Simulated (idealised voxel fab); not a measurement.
voxel air gaps: a process module
The cross-section shown here is cut; it is 235 nm wide and divided into square cells measuring 5 nm on a side.
Cross-sections here: square-cell grids, written as top-down lists of bands, a band being one or more rows of cells.
Top, bottom (nm), then materials left to right with widths (nm); lone material tagged "all across" fills the whole band edge to edge; "air" = empty space.
Heights are expressed relative to 0, this being the level below which the as-received wafer comprises one material exclusively. The lowest band is unbounded in the downward direction and is denoted as in "0 -> down".
It should be noted that a width expressed as "30->40" varies in equal increments from row to row of cells within the band, taking the value of the first number at the top row and that of the second number at the bottom row.
"everything unchanged" means the step left every cell of the cross-section as it was.
The entry "Fully enclosed voids" lists the empty spaces that cover at least 8 cells and have no open path to the top. Each is written as width x height at distance, where the distance is measured from the left edge and all three values are in nm.
Where a step's line continues beyond its settings, the continuation is a remark by the simulator itself on that step.
overlay nm: mask right of planned place by this much (step with mask). Neg. = left.
-- Steps in the process plan
step 1: RECEIVE [material Si]
step 2: CONFORMAL_DEP [material SiO2] [thk nm 10]
step 3: CONFORMAL_DEP [material SiCN] [thk nm 5]
step 4: DIRECTIONAL_DEP [material SiO2] [thk nm 40]
step 5: MASKED_ETCH [tone open] [mask id LINES] [width nm 20] [pitch nm 45] [etch materials SiO2] [depth nm 40] [overlay nm 0]
step 6: CONFORMAL_DEP [material TiN] [thk nm 5]
step 7: FILL_DEP [material W] [thk nm 5]
step 8: CMP [height nm 55]
step 9: EPI [material Ru] [thk nm 10]
step 10: SELECTIVE_ETCH [etch materials SiO2] [depth nm 50]
step 11: CONFORMAL_DEP [material SiCN] [thk nm 5]
-- Shown in cross-section is the wafer as received, that is, as it stands after step 1
> 0 -> down  Si all across
> Fully enclosed voids: none
-- Same starting wafer, same plan as above, one mistake in the execution; this is the cross-section at the end of the module
> 70 -> 65  air: 25  SiCN: 185  air: 25
> 65 -> 55  air: 25  SiCN: 5  Ru: 40  SiCN: 5  Ru: 40  SiCN: 5  Ru: 40  SiCN: 5  Ru: 40  SiCN: 5  air: 25
> 55 -> 20  air: 25  SiCN: 5  Ru: 10  TiN: 5  W: 10  TiN: 5  Ru: 10  SiCN: 5  Ru: 10  TiN: 5  W: 10  TiN: 5  Ru: 10  SiCN: 5  Ru: 10  TiN: 5  W: 10  TiN: 5  Ru: 10  SiCN: 5  Ru: 10  TiN: 5  W: 10  TiN: 5  Ru: 10  SiCN: 5  air: 25
> 20 -> 15  SiCN: 30  Ru: 10  TiN: 20  Ru: 10  SiCN: 5  Ru: 10  TiN: 20  Ru: 10  SiCN: 5  Ru: 10  TiN: 20  Ru: 10  SiCN: 5  Ru: 10  TiN: 20  Ru: 10  SiCN: 30
> 15 -> 10  SiCN all across
> 10 -> 0  SiO2 all across
> 0 -> down  Si all across
> Fully enclosed voids: none
Heads up, the wafer didn't run the way we planned it: plan steps 9 and 10 run swapped
